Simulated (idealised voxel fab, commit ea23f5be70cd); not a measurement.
Title: Process Module voxel wiring stack
Cross-sectional view cut (width: 140 nm; square cell size: 5 nm).
Cross-section layout: square cells on a grid; listed as bands, top to bottom; a band spans one or more cell rows.
This entry defines a band. It first specifies the height of the band's top and the height of its bottom in nm, and then specifies the band's materials from left to right, stating each material with its width in nm. The word "edge to edge" identifies a single material that fills the band from edge to edge, while the word "empty" identifies empty space.
For the purposes of this specification, 0 denotes the height below which the wafer in its as-received condition is composed wholly of one material, and the lowermost band, lacking a lower limit, extends downward without end, as expressed in "0..down".
The two numbers in a width such as "30 to 40" mark its ends across the band: the first belongs to the top row of cells, the second to the bottom row, and from each row to the next the width moves by the same amount.
The designation "nothing was modified", where it is given for a processing step, indicates that no cell of the cross-section was altered in the course of that step.
Entry "Listed closed voids" = empty spaces >= 8 cells with no open way to the top; each as width x height at distance, distance from left edge, all nm.
Where a step's line continues beyond its settings, the continuation is a remark by the simulator itself on that step.
Each step line may optionally specify "overlay nm", which for a step with a mask gives the rightward distance between the mask's planned place and where it lay, a negative value indicating the leftward direction.

The following list gives the planned process steps
1) RECEIVE | material Si
2) CONFORMAL_DEP | material SiO2 | thk nm 10
3) CONFORMAL_DEP | material SiN | thk nm 5
4) DIRECTIONAL_DEP | material lowk | thk nm 15
5) PATTERN | tone open | mask id METAL_1 | material resist | width nm 30 | pitch nm 50 | thk nm 20 | overlay nm 0
6) DIRECTIONAL_ETCH | etch materials lowk | depth nm 15
7) DIRECTIONAL_ETCH | etch materials SiN | depth nm 5
8) STRIP | etch materials resist
9) CONFORMAL_DEP | material TiN | thk nm 5
10) FILL_DEP | material Cu | thk nm 5
11) CMP | height nm 30
12) CONFORMAL_DEP | material SiCN | thk nm 5
13) DIRECTIONAL_DEP | material SiO2 | thk nm 30
14) MASKED_ETCH | tone open | mask id METAL_2_HOLES | width nm 15 | pitch nm 50 | etch materials SiO2 | depth nm 30 | overlay nm 0
15) DIRECTIONAL_DEP | material aC | thk nm 15
16) PATTERN | tone open | mask id METAL_2 | material resist | width nm 30 | pitch nm 50 | thk nm 30 | overlay nm 0
17) DIRECTIONAL_ETCH | etch materials aC | depth nm 15
18) STRIP | etch materials resist
19) DIRECTIONAL_ETCH | etch materials SiO2 | depth nm 15
20) DIRECTIONAL_ETCH | etch materials SiCN | depth nm 5
21) STRIP | etch materials aC
22) CONFORMAL_DEP | material TiN | thk nm 5
23) FILL_DEP | material Cu | thk nm 5
24) CMP | height nm 65
25) CONFORMAL_DEP | material SiCN | thk nm 5
26) DIRECTIONAL_DEP | material lowk | thk nm 10
27) PATTERN | tone open | mask id PLUG_2 | material resist | width nm 15 | pitch nm 50 | thk nm 15 | overlay nm 0
28) DIRECTIONAL_ETCH | etch materials lowk | depth nm 10
29) DIRECTIONAL_ETCH | etch materials SiCN | depth nm 5
30) STRIP | etch materials resist
31) EPI | material Ru | thk nm 10
32) EPI | material Ru | thk nm 5
33) CONFORMAL_DEP | material SiCN | thk nm 5
34) DIRECTIONAL_DEP | material lowk | thk nm 15
35) PATTERN | tone open | mask id METAL_3 | material resist | width nm 30 | pitch nm 50 | thk nm 20 | overlay nm 0
36) DIRECTIONAL_ETCH | etch materials lowk | depth nm 15
37) DIRECTIONAL_ETCH | etch materials SiCN | depth nm 5
38) STRIP | etch materials resist
39) CONFORMAL_DEP | material TiN | thk nm 5
40) FILL_DEP | material Ru | thk nm 5
41) CMP | height nm 100
42) EPI | material Ru | thk nm 5
43) FILL_DEP | material SiCN | thk nm 5
44) DIRECTIONAL_DEP | material lowk | thk nm 30
45) PATTERN | tone open | mask id METAL_4_HOLES | material resist | width nm 15 | thk nm 20 | overlay nm 0
46) DIRECTIONAL_ETCH | etch materials lowk | depth nm 30
47) STRIP | etch materials resist
48) PATTERN | tone open | mask id METAL_4 | material resist | width nm 30 | pitch nm 50 | thk nm 15 | overlay nm 0
49) DIRECTIONAL_ETCH | etch materials lowk | depth nm 15
50) DIRECTIONAL_ETCH | etch materials SiCN | depth nm 5
51) STRIP | etch materials resist
52) CONFORMAL_DEP | material TiN | thk nm 5
53) FILL_DEP | material Cu | thk nm 10
54) CMP | height nm 140
55) CONFORMAL_DEP | material SiN | thk nm 5

Wafer, first of two, run as planned

This is the cross-section of the wafer as we received it, i.e. after step 1
  0..down  Si edge to edge
  Listed closed voids: none

State of the wafer after step 2, shown in cross-section
  10..0  SiO2 edge to edge
  Heights below 0 show no change.

State of the wafer after step 3, shown in cross-section
  15..10  SiN edge to edge
  Heights below 10 show no change.

State of the wafer after step 4, shown in cross-section
  30..15  lowk edge to edge
  Heights below 15 show no change.

State of the wafer after step 5, shown in cross-section
  50..30  resist=30 | empty=30 | resist=20 | empty=30 | resist=30
  Heights below 30 show no change.

State of the wafer after step 6, shown in cross-section
  50..30  resist=30 | empty=30 | resist=20 | empty=30 | resist=30
  30..15  lowk=30 | empty=30 | lowk=20 | empty=30 | lowk=30
  Heights below 15 show no change.

State of the wafer after step 7, shown in cross-section
  50..30  resist=30 | empty=30 | resist=20 | empty=30 | resist=30
  30..15  lowk=30 | empty=30 | lowk=20 | empty=30 | lowk=30
  15..10  SiN=30 | empty=30 | SiN=20 | empty=30 | SiN=30
  Heights below 10 show no change.

State of the wafer after step 8, shown in cross-section
  30..15  lowk=30 | empty=30 | lowk=20 | empty=30 | lowk=30
  Heights below 15 show no change.

State of the wafer after step 9, shown in cross-section
  35..30  TiN=35 | empty=20 | TiN=30 | empty=20 | TiN=35
  30..15  lowk=30 | TiN=5 | empty=20 | TiN=5 | lowk=20 | TiN=5 | empty=20 | TiN=5 | lowk=30
  15..10  SiN=30 | TiN=30 | SiN=20 | TiN=30 | SiN=30
  Heights below 10 show no change.

State of the wafer after step 10, shown in cross-section
  40..35  Cu edge to edge
  35..30  TiN=35 | Cu=20 | TiN=30 | Cu=20 | TiN=35
  30..15  lowk=30 | TiN=5 | Cu=20 | TiN=5 | lowk=20 | TiN=5 | Cu=20 | TiN=5 | lowk=30
  Heights below 15 show no change.

State of the wafer after step 11, shown in cross-section
  30..15  lowk=30 | TiN=5 | Cu=20 | TiN=5 | lowk=20 | TiN=5 | Cu=20 | TiN=5 | lowk=30
  Heights below 15 show no change.

State of the wafer after step 12, shown in cross-section
  35..30  SiCN edge to edge
  Heights below 30 show no change.

State of the wafer after step 13, shown in cross-section
  65..35  SiO2 edge to edge
  Heights below 35 show no change.

State of the wafer after step 14, shown in cross-section
  65..35  SiO2=30 | empty=15 | SiO2=35 | empty=15 | SiO2=45
  Heights below 35 show no change.

State of the wafer after step 15, shown in cross-section
  80..65  aC=30 | empty=15 | aC=35 | empty=15 | aC=45
  65..50  SiO2=30 | empty=15 | SiO2=35 | empty=15 | SiO2=45
  50..35  SiO2=30 | aC=15 | SiO2=35 | aC=15 | SiO2=45
  Heights below 35 show no change.

State of the wafer after step 16, shown in cross-section
  110..80  resist=30 | empty=30 | resist=20 | empty=30 | resist=30
  Heights below 80 show no change.

State of the wafer after step 17, shown in cross-section
  95..80  resist=30 | empty=30 | resist=20 | empty=30 | resist=30
  80..65  aC=30 | empty=30 | aC=20 | empty=30 | aC=30
  65..35  SiO2=30 | empty=15 | SiO2=35 | empty=15 | SiO2=45
  Heights below 35 show no change.

State of the wafer after step 18, shown in cross-section
  80..65  aC=30 | empty=30 | aC=20 | empty=30 | aC=30
  Heights below 65 show no change.

State of the wafer after step 19, shown in cross-section
  80..65  aC=30 | empty=30 | aC=20 | empty=30 | aC=30
  65..50  SiO2=30 | empty=30 | SiO2=20 | empty=30 | SiO2=30
  Heights below 50 show no change.

State of the wafer after step 20, shown in cross-section
  80..65  aC=30 | empty=30 | aC=20 | empty=30 | aC=30
  65..50  SiO2=30 | empty=30 | SiO2=20 | empty=30 | SiO2=30
  50..35  SiO2=30 | empty=15 | SiO2=35 | empty=15 | SiO2=45
  35..30  SiCN=30 | empty=15 | SiCN=35 | empty=15 | SiCN=45
  Heights below 30 show no change.

State of the wafer after step 21, shown in cross-section
  65..50  SiO2=30 | empty=30 | SiO2=20 | empty=30 | SiO2=30
  Heights below 50 show no change.

State of the wafer after step 22, shown in cross-section
  70..65  TiN=35 | empty=20 | TiN=30 | empty=20 | TiN=35
  65..55  SiO2=30 | TiN=5 | empty=20 | TiN=5 | SiO2=20 | TiN=5 | empty=20 | TiN=5 | SiO2=30
  55..50  SiO2=30 | TiN=5 | empty=5 | TiN=20 | SiO2=20 | TiN=5 | empty=5 | TiN=20 | SiO2=30
  50..35  SiO2=30 | TiN=5 | empty=5 | TiN=5 | SiO2=35 | TiN=5 | empty=5 | TiN=5 | SiO2=45
  35..30  SiCN=30 | TiN=15 | SiCN=35 | TiN=15 | SiCN=45
  Heights below 30 show no change.

State of the wafer after step 23, shown in cross-section
  75..70  Cu edge to edge
  70..65  TiN=35 | Cu=20 | TiN=30 | Cu=20 | TiN=35
  65..55  SiO2=30 | TiN=5 | Cu=20 | TiN=5 | SiO2=20 | TiN=5 | Cu=20 | TiN=5 | SiO2=30
  55..50  SiO2=30 | TiN=5 | Cu=5 | TiN=20 | SiO2=20 | TiN=5 | Cu=5 | TiN=20 | SiO2=30
  50..35  SiO2=30 | TiN=5 | Cu=5 | TiN=5 | SiO2=35 | TiN=5 | Cu=5 | TiN=5 | SiO2=45
  Heights below 35 show no change.

State of the wafer after step 24, shown in cross-section
  65..55  SiO2=30 | TiN=5 | Cu=20 | TiN=5 | SiO2=20 | TiN=5 | Cu=20 | TiN=5 | SiO2=30
  Heights below 55 show no change.

State of the wafer after step 25, shown in cross-section
  70..65  SiCN edge to edge
  Heights below 65 show no change.

State of the wafer after step 26, shown in cross-section
  80..70  lowk edge to edge
  Heights below 70 show no change.

State of the wafer after step 27, shown in cross-section
  95..80  resist=30 | empty=15 | resist=35 | empty=15 | resist=45
  Heights below 80 show no change.

State of the wafer after step 28, shown in cross-section
  95..80  resist=30 | empty=15 | resist=35 | empty=15 | resist=45
  80..70  lowk=30 | empty=15 | lowk=35 | empty=15 | lowk=45
  Heights below 70 show no change.

State of the wafer after step 29, shown in cross-section
  95..80  resist=30 | empty=15 | resist=35 | empty=15 | resist=45
  80..70  lowk=30 | empty=15 | lowk=35 | empty=15 | lowk=45
  70..65  SiCN=30 | empty=15 | SiCN=35 | empty=15 | SiCN=45
  Heights below 65 show no change.

State of the wafer after step 30, shown in cross-section
  80..70  lowk=30 | empty=15 | lowk=35 | empty=15 | lowk=45
  Heights below 70 show no change.

State of the wafer after step 31, shown in cross-section
  80..75  lowk=30 | empty=15 | lowk=35 | empty=15 | lowk=45
  75..70  lowk=30 | Ru=15 | lowk=35 | Ru=15 | lowk=45
  70..65  SiCN=30 | Ru=15 | SiCN=35 | Ru=15 | SiCN=45
  Heights below 65 show no change.

State of the wafer after step 32, shown in cross-section
  80..70  lowk=30 | Ru=15 | lowk=35 | Ru=15 | lowk=45
  Heights below 70 show no change.

State of the wafer after step 33, shown in cross-section
  85..80  SiCN edge to edge
  Heights below 80 show no change.

State of the wafer after step 34, shown in cross-section
  100..85  lowk edge to edge
  Heights below 85 show no change.

State of the wafer after step 35, shown in cross-section
  120..100  resist=30 | empty=30 | resist=20 | empty=30 | resist=30
  Heights below 100 show no change.

State of the wafer after step 36, shown in cross-section
  120..100  resist=30 | empty=30 | resist=20 | empty=30 | resist=30
  100..85  lowk=30 | empty=30 | lowk=20 | empty=30 | lowk=30
  Heights below 85 show no change.

State of the wafer after step 37, shown in cross-section
  120..100  resist=30 | empty=30 | resist=20 | empty=30 | resist=30
  100..85  lowk=30 | empty=30 | lowk=20 | empty=30 | lowk=30
  85..80  SiCN=30 | empty=30 | SiCN=20 | empty=30 | SiCN=30
  Heights below 80 show no change.

State of the wafer after step 38, shown in cross-section
  100..85  lowk=30 | empty=30 | lowk=20 | empty=30 | lowk=30
  Heights below 85 show no change.

State of the wafer after step 39, shown in cross-section
  105..100  TiN=35 | empty=20 | TiN=30 | empty=20 | TiN=35
  100..85  lowk=30 | TiN=5 | empty=20 | TiN=5 | lowk=20 | TiN=5 | empty=20 | TiN=5 | lowk=30
  85..80  SiCN=30 | TiN=30 | SiCN=20 | TiN=30 | SiCN=30
  Heights below 80 show no change.

State of the wafer after step 40, shown in cross-section
  110..105  Ru edge to edge
  105..100  TiN=35 | Ru=20 | TiN=30 | Ru=20 | TiN=35
  100..85  lowk=30 | TiN=5 | Ru=20 | TiN=5 | lowk=20 | TiN=5 | Ru=20 | TiN=5 | lowk=30
  Heights below 85 show no change.

State of the wafer after step 41, shown in cross-section
  100..85  lowk=30 | TiN=5 | Ru=20 | TiN=5 | lowk=20 | TiN=5 | Ru=20 | TiN=5 | lowk=30
  Heights below 85 show no change.

State of the wafer after step 42, shown in cross-section
  105..100  empty=25 | Ru=40 | empty=10 | Ru=40 | empty=25
  Heights below 100 show no change.

State of the wafer after step 43, shown in cross-section
  110..105  SiCN edge to edge
  105..100  SiCN=25 | Ru=40 | SiCN=10 | Ru=40 | SiCN=25
  Heights below 100 show no change.

State of the wafer after step 44, shown in cross-section
  140..110  lowk edge to edge
  Heights below 110 show no change.

State of the wafer after step 45, shown in cross-section
  160..140  resist=30 | empty=15 | resist=95
  Heights below 140 show no change.

State of the wafer after step 46, shown in cross-section
  160..140  resist=30 | empty=15 | resist=95
  140..110  lowk=30 | empty=15 | lowk=95
  Heights below 110 show no change.

State of the wafer after step 47, shown in cross-section
  140..110  lowk=30 | empty=15 | lowk=95
  Heights below 110 show no change.

State of the wafer after step 48, shown in cross-section
  155..140  resist=30 | empty=30 | resist=20 | empty=30 | resist=30
  Heights below 140 show no change.

State of the wafer after step 49, shown in cross-section
  155..140  resist=30 | empty=30 | resist=20 | empty=30 | resist=30
  140..125  lowk=30 | empty=30 | lowk=20 | empty=30 | lowk=30
  Heights below 125 show no change.

State of the wafer after step 50, shown in cross-section
  155..140  resist=30 | empty=30 | resist=20 | empty=30 | resist=30
  140..125  lowk=30 | empty=30 | lowk=20 | empty=30 | lowk=30
  125..110  lowk=30 | empty=15 | lowk=95
  110..105  SiCN=30 | empty=15 | SiCN=95
  Heights below 105 show no change.

State of the wafer after step 51, shown in cross-section
  140..125  lowk=30 | empty=30 | lowk=20 | empty=30 | lowk=30
  Heights below 125 show no change.

State of the wafer after step 52, shown in cross-section
  145..140  TiN=35 | empty=20 | TiN=30 | empty=20 | TiN=35
  140..130  lowk=30 | TiN=5 | empty=20 | TiN=5 | lowk=20 | TiN=5 | empty=20 | TiN=5 | lowk=30
  130..125  lowk=30 | TiN=5 | empty=5 | TiN=20 | lowk=20 | TiN=30 | lowk=30
  125..110  lowk=30 | TiN=5 | empty=5 | TiN=5 | lowk=95
  110..105  SiCN=30 | TiN=15 | SiCN=95
  Heights below 105 show no change.

State of the wafer after step 53, shown in cross-section
  155..145  Cu edge to edge
  145..140  TiN=35 | Cu=20 | TiN=30 | Cu=20 | TiN=35
  140..130  lowk=30 | TiN=5 | Cu=20 | TiN=5 | lowk=20 | TiN=5 | Cu=20 | TiN=5 | lowk=30
  130..125  lowk=30 | TiN=5 | Cu=5 | TiN=20 | lowk=20 | TiN=30 | lowk=30
  125..110  lowk=30 | TiN=5 | Cu=5 | TiN=5 | lowk=95
  Heights below 110 show no change.

State of the wafer after step 54, shown in cross-section
  140..130  lowk=30 | TiN=5 | Cu=20 | TiN=5 | lowk=20 | TiN=5 | Cu=20 | TiN=5 | lowk=30
  Heights below 130 show no change.

State of the wafer after step 55, shown in cross-section
  145..140  SiN edge to edge
  Heights below 140 show no change.

Second Wafer (Identical Start and Plan, One Processing Error; Matches First Wafer Through Step 4)

Cross-section of the second wafer corresponding to the planned conclusion of step 5
  50..30  resist=35 | empty=30 | resist=20 | empty=30 | resist=25
  Heights below 30 show no change.

Cross-section of the second wafer corresponding to the planned conclusion of step 6
  50..30  resist=35 | empty=30 | resist=20 | empty=30 | resist=25
  30..15  lowk=35 | empty=30 | lowk=20 | empty=30 | lowk=25
  Heights below 15 show no change.

Cross-section of the second wafer corresponding to the planned conclusion of step 7
  50..30  resist=35 | empty=30 | resist=20 | empty=30 | resist=25
  30..15  lowk=35 | empty=30 | lowk=20 | empty=30 | lowk=25
  15..10  SiN=35 | empty=30 | SiN=20 | empty=30 | SiN=25
  Heights below 10 show no change.

Cross-section of the second wafer corresponding to the planned conclusion of step 8
  30..15  lowk=35 | empty=30 | lowk=20 | empty=30 | lowk=25
  Heights below 15 show no change.

Cross-section of the second wafer corresponding to the planned conclusion of step 9
  35..30  TiN=40 | empty=20 | TiN=30 | empty=20 | TiN=30
  30..15  lowk=35 | TiN=5 | empty=20 | TiN=5 | lowk=20 | TiN=5 | empty=20 | TiN=5 | lowk=25
  15..10  SiN=35 | TiN=30 | SiN=20 | TiN=30 | SiN=25
  Heights below 10 show no change.

Cross-section of the second wafer corresponding to the planned conclusion of step 10
  40..35  Cu edge to edge
  35..30  TiN=40 | Cu=20 | TiN=30 | Cu=20 | TiN=30
  30..15  lowk=35 | TiN=5 | Cu=20 | TiN=5 | lowk=20 | TiN=5 | Cu=20 | TiN=5 | lowk=25
  Heights below 15 show no change.

Cross-section of the second wafer corresponding to the planned conclusion of step 11
  30..15  lowk=35 | TiN=5 | Cu=20 | TiN=5 | lowk=20 | TiN=5 | Cu=20 | TiN=5 | lowk=25
  Heights below 15 show no change.

Cross-section of the second wafer corresponding to the planned conclusion of step 12
  35..30  SiCN edge to edge
  Heights below 30 show no change.

Cross-section of the second wafer corresponding to the planned conclusion of step 13
  65..35  SiO2 edge to edge
  Heights below 35 show no change.

Cross-section of the second wafer corresponding to the planned conclusion of step 14
  65..35  SiO2=30 | empty=15 | SiO2=35 | empty=15 | SiO2=45
  Heights below 35 show no change.

Cross-section of the second wafer corresponding to the planned conclusion of step 15
  80..65  aC=30 | empty=15 | aC=35 | empty=15 | aC=45
  65..50  SiO2=30 | empty=15 | SiO2=35 | empty=15 | SiO2=45
  50..35  SiO2=30 | aC=15 | SiO2=35 | aC=15 | SiO2=45
  Heights below 35 show no change.

Cross-section of the second wafer corresponding to the planned conclusion of step 16
  110..80  resist=30 | empty=30 | resist=20 | empty=30 | resist=30
  Heights below 80 show no change.

Cross-section of the second wafer corresponding to the planned conclusion of step 17
  95..80  resist=30 | empty=30 | resist=20 | empty=30 | resist=30
  80..65  aC=30 | empty=30 | aC=20 | empty=30 | aC=30
  65..35  SiO2=30 | empty=15 | SiO2=35 | empty=15 | SiO2=45
  Heights below 35 show no change.

Cross-section of the second wafer corresponding to the planned conclusion of step 18
  80..65  aC=30 | empty=30 | aC=20 | empty=30 | aC=30
  Heights below 65 show no change.

Cross-section of the second wafer corresponding to the planned conclusion of step 19
  80..65  aC=30 | empty=30 | aC=20 | empty=30 | aC=30
  65..50  SiO2=30 | empty=30 | SiO2=20 | empty=30 | SiO2=30
  Heights below 50 show no change.

Cross-section of the second wafer corresponding to the planned conclusion of step 20
  80..65  aC=30 | empty=30 | aC=20 | empty=30 | aC=30
  65..50  SiO2=30 | empty=30 | SiO2=20 | empty=30 | SiO2=30
  50..35  SiO2=30 | empty=15 | SiO2=35 | empty=15 | SiO2=45
  35..30  SiCN=30 | empty=15 | SiCN=35 | empty=15 | SiCN=45
  Heights below 30 show no change.

Cross-section of the second wafer corresponding to the planned conclusion of step 21
  65..50  SiO2=30 | empty=30 | SiO2=20 | empty=30 | SiO2=30
  Heights below 50 show no change.

Cross-section of the second wafer corresponding to the planned conclusion of step 22
  70..65  TiN=35 | empty=20 | TiN=30 | empty=20 | TiN=35
  65..55  SiO2=30 | TiN=5 | empty=20 | TiN=5 | SiO2=20 | TiN=5 | empty=20 | TiN=5 | SiO2=30
  55..50  SiO2=30 | TiN=5 | empty=5 | TiN=20 | SiO2=20 | TiN=5 | empty=5 | TiN=20 | SiO2=30
  50..35  SiO2=30 | TiN=5 | empty=5 | TiN=5 | SiO2=35 | TiN=5 | empty=5 | TiN=5 | SiO2=45
  35..30  SiCN=30 | TiN=15 | SiCN=35 | TiN=15 | SiCN=45
  Heights below 30 show no change.

Cross-section of the second wafer corresponding to the planned conclusion of step 23
  75..70  Cu edge to edge
  70..65  TiN=35 | Cu=20 | TiN=30 | Cu=20 | TiN=35
  65..55  SiO2=30 | TiN=5 | Cu=20 | TiN=5 | SiO2=20 | TiN=5 | Cu=20 | TiN=5 | SiO2=30
  55..50  SiO2=30 | TiN=5 | Cu=5 | TiN=20 | SiO2=20 | TiN=5 | Cu=5 | TiN=20 | SiO2=30
  50..35  SiO2=30 | TiN=5 | Cu=5 | TiN=5 | SiO2=35 | TiN=5 | Cu=5 | TiN=5 | SiO2=45
  Heights below 35 show no change.

Cross-section of the second wafer corresponding to the planned conclusion of step 24
  65..55  SiO2=30 | TiN=5 | Cu=20 | TiN=5 | SiO2=20 | TiN=5 | Cu=20 | TiN=5 | SiO2=30
  Heights below 55 show no change.

Cross-section of the second wafer corresponding to the planned conclusion of step 25
  70..65  SiCN edge to edge
  Heights below 65 show no change.

Cross-section of the second wafer corresponding to the planned conclusion of step 26
  80..70  lowk edge to edge
  Heights below 70 show no change.

Cross-section of the second wafer corresponding to the planned conclusion of step 27
  95..80  resist=30 | empty=15 | resist=35 | empty=15 | resist=45
  Heights below 80 show no change.

Cross-section of the second wafer corresponding to the planned conclusion of step 28
  95..80  resist=30 | empty=15 | resist=35 | empty=15 | resist=45
  80..70  lowk=30 | empty=15 | lowk=35 | empty=15 | lowk=45
  Heights below 70 show no change.

Cross-section of the second wafer corresponding to the planned conclusion of step 29
  95..80  resist=30 | empty=15 | resist=35 | empty=15 | resist=45
  80..70  lowk=30 | empty=15 | lowk=35 | empty=15 | lowk=45
  70..65  SiCN=30 | empty=15 | SiCN=35 | empty=15 | SiCN=45
  Heights below 65 show no change.

Cross-section of the second wafer corresponding to the planned conclusion of step 30
  80..70  lowk=30 | empty=15 | lowk=35 | empty=15 | lowk=45
  Heights below 70 show no change.

Cross-section of the second wafer corresponding to the planned conclusion of step 31
  80..75  lowk=30 | empty=15 | lowk=35 | empty=15 | lowk=45
  75..70  lowk=30 | Ru=15 | lowk=35 | Ru=15 | lowk=45
  70..65  SiCN=30 | Ru=15 | SiCN=35 | Ru=15 | SiCN=45
  Heights below 65 show no change.

Cross-section of the second wafer corresponding to the planned conclusion of step 32
  80..70  lowk=30 | Ru=15 | lowk=35 | Ru=15 | lowk=45
  Heights below 70 show no change.

Cross-section of the second wafer corresponding to the planned conclusion of step 33
  85..80  SiCN edge to edge
  Heights below 80 show no change.

Cross-section of the second wafer corresponding to the planned conclusion of step 34
  100..85  lowk edge to edge
  Heights below 85 show no change.

Cross-section of the second wafer corresponding to the planned conclusion of step 35
  120..100  resist=30 | empty=30 | resist=20 | empty=30 | resist=30
  Heights below 100 show no change.

Cross-section of the second wafer corresponding to the planned conclusion of step 36
  120..100  resist=30 | empty=30 | resist=20 | empty=30 | resist=30
  100..85  lowk=30 | empty=30 | lowk=20 | empty=30 | lowk=30
  Heights below 85 show no change.

Cross-section of the second wafer corresponding to the planned conclusion of step 37
  120..100  resist=30 | empty=30 | resist=20 | empty=30 | resist=30
  100..85  lowk=30 | empty=30 | lowk=20 | empty=30 | lowk=30
  85..80  SiCN=30 | empty=30 | SiCN=20 | empty=30 | SiCN=30
  Heights below 80 show no change.

Cross-section of the second wafer corresponding to the planned conclusion of step 38
  100..85  lowk=30 | empty=30 | lowk=20 | empty=30 | lowk=30
  Heights below 85 show no change.

Cross-section of the second wafer corresponding to the planned conclusion of step 39
  105..100  TiN=35 | empty=20 | TiN=30 | empty=20 | TiN=35
  100..85  lowk=30 | TiN=5 | empty=20 | TiN=5 | lowk=20 | TiN=5 | empty=20 | TiN=5 | lowk=30
  85..80  SiCN=30 | TiN=30 | SiCN=20 | TiN=30 | SiCN=30
  Heights below 80 show no change.

Cross-section of the second wafer corresponding to the planned conclusion of step 40
  110..105  Ru edge to edge
  105..100  TiN=35 | Ru=20 | TiN=30 | Ru=20 | TiN=35
  100..85  lowk=30 | TiN=5 | Ru=20 | TiN=5 | lowk=20 | TiN=5 | Ru=20 | TiN=5 | lowk=30
  Heights below 85 show no change.

Cross-section of the second wafer corresponding to the planned conclusion of step 41
  100..85  lowk=30 | TiN=5 | Ru=20 | TiN=5 | lowk=20 | TiN=5 | Ru=20 | TiN=5 | lowk=30
  Heights below 85 show no change.

Cross-section of the second wafer corresponding to the planned conclusion of step 42
  105..100  empty=25 | Ru=40 | empty=10 | Ru=40 | empty=25
  Heights below 100 show no change.

Cross-section of the second wafer corresponding to the planned conclusion of step 43
  110..105  SiCN edge to edge
  105..100  SiCN=25 | Ru=40 | SiCN=10 | Ru=40 | SiCN=25
  Heights below 100 show no change.

Cross-section of the second wafer corresponding to the planned conclusion of step 44
  140..110  lowk edge to edge
  Heights below 110 show no change.

Cross-section of the second wafer corresponding to the planned conclusion of step 45
  160..140  resist=30 | empty=15 | resist=95
  Heights below 140 show no change.

Cross-section of the second wafer corresponding to the planned conclusion of step 46
  160..140  resist=30 | empty=15 | resist=95
  140..110  lowk=30 | empty=15 | lowk=95
  Heights below 110 show no change.

Cross-section of the second wafer corresponding to the planned conclusion of step 47
  140..110  lowk=30 | empty=15 | lowk=95
  Heights below 110 show no change.

Cross-section of the second wafer corresponding to the planned conclusion of step 48
  155..140  resist=30 | empty=30 | resist=20 | empty=30 | resist=30
  Heights below 140 show no change.

Cross-section of the second wafer corresponding to the planned conclusion of step 49
  155..140  resist=30 | empty=30 | resist=20 | empty=30 | resist=30
  140..125  lowk=30 | empty=30 | lowk=20 | empty=30 | lowk=30
  Heights below 125 show no change.

Cross-section of the second wafer corresponding to the planned conclusion of step 50
  155..140  resist=30 | empty=30 | resist=20 | empty=30 | resist=30
  140..125  lowk=30 | empty=30 | lowk=20 | empty=30 | lowk=30
  125..110  lowk=30 | empty=15 | lowk=95
  110..105  SiCN=30 | empty=15 | SiCN=95
  Heights below 105 show no change.

Cross-section of the second wafer corresponding to the planned conclusion of step 51
  140..125  lowk=30 | empty=30 | lowk=20 | empty=30 | lowk=30
  Heights below 125 show no change.

Cross-section of the second wafer corresponding to the planned conclusion of step 52
  145..140  TiN=35 | empty=20 | TiN=30 | empty=20 | TiN=35
  140..130  lowk=30 | TiN=5 | empty=20 | TiN=5 | lowk=20 | TiN=5 | empty=20 | TiN=5 | lowk=30
  130..125  lowk=30 | TiN=5 | empty=5 | TiN=20 | lowk=20 | TiN=30 | lowk=30
  125..110  lowk=30 | TiN=5 | empty=5 | TiN=5 | lowk=95
  110..105  SiCN=30 | TiN=15 | SiCN=95
  Heights below 105 show no change.

Cross-section of the second wafer corresponding to the planned conclusion of step 53
  155..145  Cu edge to edge
  145..140  TiN=35 | Cu=20 | TiN=30 | Cu=20 | TiN=35
  140..130  lowk=30 | TiN=5 | Cu=20 | TiN=5 | lowk=20 | TiN=5 | Cu=20 | TiN=5 | lowk=30
  130..125  lowk=30 | TiN=5 | Cu=5 | TiN=20 | lowk=20 | TiN=30 | lowk=30
  125..110  lowk=30 | TiN=5 | Cu=5 | TiN=5 | lowk=95
  Heights below 110 show no change.

Cross-section of the second wafer corresponding to the planned conclusion of step 54
  140..130  lowk=30 | TiN=5 | Cu=20 | TiN=5 | lowk=20 | TiN=5 | Cu=20 | TiN=5 | lowk=30
  Heights below 130 show no change.

Cross-section of the second wafer corresponding to the planned conclusion of step 55
  145..140  SiN edge to edge
  Heights below 140 show no change.
So what did we get wrong on this run? step 5 ran differently from the plan; actual operation with settings: PATTERN | tone open | mask id METAL_1 | material resist | width nm 30 | pitch nm 50 | thk nm 20 | overlay nm 5
At the end, each material covers as many cells on the second wafer as it does on the first, though the cells it covers are elsewhere.
